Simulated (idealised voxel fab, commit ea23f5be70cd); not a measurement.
Name of the process module below: voxel spacer lines
The width of the displayed cross-section, cut, is 220 nm; its cells are square, with a size of 5 nm.
This document writes a cross-section as a grid whose cells are square, and gives it as bands, listed from the top down; one or more rows of cells form a band.
For a band, the entry starts with two heights in nm, that of the top and then that of the bottom, and carries on with the band's materials in order from left to right, each alongside its width in nm; the word "throughout" beside a single material means it fills the band edge to edge, and "air" means empty space.
Beneath 0, the wafer as received is one material, and that level is where height counting begins. The lowest band goes on downward without a bottom; it is written like "from 0 down".
The notation "30..40" denotes a width that varies across the rows of cells in the band, beginning at the first number in the top row, finishing at the second number in the bottom row, and changing by an identical amount from each row to the next.
The designation "nothing was modified", where it is given for a processing step, indicates that no cell of the cross-section was altered in the course of that step.
The label "Sealed cavities" introduces a list of the empty spaces, 8 cells or larger, that have no open way up to the top; each entry in it reads width x height at distance, where the distance is taken from the left edge and all three are stated in nm.
Step line, after settings: the simulator's comment on this step.
overlay nm: right-of-plan distance of the mask on a masked step; negative values mean left-of-plan.
THE FOLLOWING LIST GIVES THE PLANNED PROCESS STEPS
1 RECEIVE [material Si]
2 CONFORMAL_DEP [material Al2O3] [thk nm 5]
3 DIRECTIONAL_DEP [material W] [thk nm 10]
4 DIRECTIONAL_DEP [material aC] [thk nm 20]
5 PATTERN [tone cover] [mask id MANDREL] [material resist] [width nm 15] [pitch nm 60] [thk nm 30] [overlay nm 0]
6 DIRECTIONAL_ETCH [etch materials aC] [depth nm 20]
7 STRIP [etch materials resist]
8 CONFORMAL_DEP [material SiO2] [thk nm 15]
9 DIRECTIONAL_ETCH [etch materials SiO2] [depth nm 15]
10 STRIP [etch materials aC]
11 DIRECTIONAL_ETCH [etch materials W] [depth nm 10]
12 STRIP [etch materials SiO2]
13 FILL_DEP [material SiO2] [thk nm 10]
14 CMP [height nm 15]
CONCERNING THE FIRST OF TWO WAFERS, WHICH WAS RUN IN ACCORDANCE WITH THE PLAN
WAFER AS RECEIVED: CROSS-SECTION FOLLOWING STEP 1
* from 0 down  Si throughout
* Sealed cavities: none
WAFER XSEC, POST STEP 2
* from 5 to 0  Al2O3 throughout
* Below a height of 0, the structure has not been altered.
WAFER XSEC, POST STEP 3
* from 15 to 5  W throughout
* Below a height of 5, the structure has not been altered.
WAFER XSEC, POST STEP 4
* from 35 to 15  aC throughout
* Below a height of 15, the structure has not been altered.
WAFER XSEC, POST STEP 5
* from 65 to 35  air 70; resist 15; air 45; resist 15; air 75
* Below a height of 35, the structure has not been altered.
WAFER XSEC, POST STEP 6
* from 45 to 35  air 70; resist 15; air 45; resist 15; air 75
* from 35 to 15  air 70; aC 15; air 45; aC 15; air 75
* Below a height of 15, the structure has not been altered.
WAFER XSEC, POST STEP 7
* from 35 to 15  air 70; aC 15; air 45; aC 15; air 75
* Below a height of 15, the structure has not been altered.
WAFER XSEC, POST STEP 8
* from 50 to 35  air 55; SiO2 45; air 15; SiO2 45; air 60
* from 35 to 30  air 55; SiO2 15; aC 15; SiO2 15; air 15; SiO2 15; aC 15; SiO2 15; air 60
* from 30 to 15  SiO2 70; aC 15; SiO2 45; aC 15; SiO2 75
* Below a height of 15, the structure has not been altered.
WAFER XSEC, POST STEP 9
* from 35 to 15  air 55; SiO2 15; aC 15; SiO2 15; air 15; SiO2 15; aC 15; SiO2 15; air 60
* Below a height of 15, the structure has not been altered.
WAFER XSEC, POST STEP 10
* from 35 to 15  air 55; SiO2 15; air 15; SiO2 15; air 15; SiO2 15; air 15; SiO2 15; air 60
* Below a height of 15, the structure has not been altered.
WAFER XSEC, POST STEP 11
* from 35 to 15  air 55; SiO2 15; air 15; SiO2 15; air 15; SiO2 15; air 15; SiO2 15; air 60
* from 15 to 5  air 55; W 15; air 15; W 15; air 15; W 15; air 15; W 15; air 60
* Below a height of 5, the structure has not been altered.
WAFER XSEC, POST STEP 12
* from 15 to 5  air 55; W 15; air 15; W 15; air 15; W 15; air 15; W 15; air 60
* Below a height of 5, the structure has not been altered.
WAFER XSEC, POST STEP 13
* from 25 to 15  SiO2 throughout
* from 15 to 5  SiO2 55; W 15; SiO2 15; W 15; SiO2 15; W 15; SiO2 15; W 15; SiO2 60
* Below a height of 5, the structure has not been altered.
WAFER XSEC, POST STEP 14
* from 15 to 5  SiO2 55; W 15; SiO2 15; W 15; SiO2 15; W 15; SiO2 15; W 15; SiO2 60
* Below a height of 5, the structure has not been altered.
COMPANION WAFER, THE SECOND OF TWO: SAME BEGINNING, SAME INTENDED SEQUENCE, ONE MISTAKE IN CARRYING IT OUT; THROUGH STEP 4 INCLUSIVE IT TRACKS THE FIRST EXACTLY
THE SECOND WAFER CUT THROUGH, AT THE TIME STEP 5 WAS SUPPOSED TO BE FINISHED
* from 65 to 35  air 75; resist 15; air 45; resist 15; air 70
* Below a height of 35, the structure has not been altered.
THE SECOND WAFER CUT THROUGH, AT THE TIME STEP 6 WAS SUPPOSED TO BE FINISHED
* from 45 to 35  air 75; resist 15; air 45; resist 15; air 70
* from 35 to 15  air 75; aC 15; air 45; aC 15; air 70
* Below a height of 15, the structure has not been altered.
THE SECOND WAFER CUT THROUGH, AT THE TIME STEP 7 WAS SUPPOSED TO BE FINISHED
* from 35 to 15  air 75; aC 15; air 45; aC 15; air 70
* Below a height of 15, the structure has not been altered.
THE SECOND WAFER CUT THROUGH, AT THE TIME STEP 8 WAS SUPPOSED TO BE FINISHED
* from 50 to 35  air 60; SiO2 45; air 15; SiO2 45; air 55
* from 35 to 30  air 60; SiO2 15; aC 15; SiO2 15; air 15; SiO2 15; aC 15; SiO2 15; air 55
* from 30 to 15  SiO2 75; aC 15; SiO2 45; aC 15; SiO2 70
* Below a height of 15, the structure has not been altered.
THE SECOND WAFER CUT THROUGH, AT THE TIME STEP 9 WAS SUPPOSED TO BE FINISHED
* from 35 to 15  air 60; SiO2 15; aC 15; SiO2 15; air 15; SiO2 15; aC 15; SiO2 15; air 55
* Below a height of 15, the structure has not been altered.
THE SECOND WAFER CUT THROUGH, AT THE TIME STEP 10 WAS SUPPOSED TO BE FINISHED
* from 35 to 15  air 60; SiO2 15; air 15; SiO2 15; air 15; SiO2 15; air 15; SiO2 15; air 55
* Below a height of 15, the structure has not been altered.
THE SECOND WAFER CUT THROUGH, AT THE TIME STEP 11 WAS SUPPOSED TO BE FINISHED
* from 35 to 15  air 60; SiO2 15; air 15; SiO2 15; air 15; SiO2 15; air 15; SiO2 15; air 55
* from 15 to 5  air 60; W 15; air 15; W 15; air 15; W 15; air 15; W 15; air 55
* Below a height of 5, the structure has not been altered.
THE SECOND WAFER CUT THROUGH, AT THE TIME STEP 12 WAS SUPPOSED TO BE FINISHED
* from 15 to 5  air 60; W 15; air 15; W 15; air 15; W 15; air 15; W 15; air 55
* Below a height of 5, the structure has not been altered.
THE SECOND WAFER CUT THROUGH, AT THE TIME STEP 13 WAS SUPPOSED TO BE FINISHED
* from 25 to 15  SiO2 throughout
* from 15 to 5  SiO2 60; W 15; SiO2 15; W 15; SiO2 15; W 15; SiO2 15; W 15; SiO2 55
* Below a height of 5, the structure has not been altered.
THE SECOND WAFER CUT THROUGH, AT THE TIME STEP 14 WAS SUPPOSED TO BE FINISHED
* from 15 to 5  SiO2 60; W 15; SiO2 15; W 15; SiO2 15; W 15; SiO2 15; W 15; SiO2 55
* Below a height of 5, the structure has not been altered.
Diagnosis: step 5, actual vs plan mismatch, actual run PATTERN [tone cover] [mask id MANDREL] [material resist] [width nm 15] [pitch nm 60] [thk nm 30] [overlay nm 5]
At the end, the second wafer has the same number of cells of each material as the first, but those cells sit in other places.
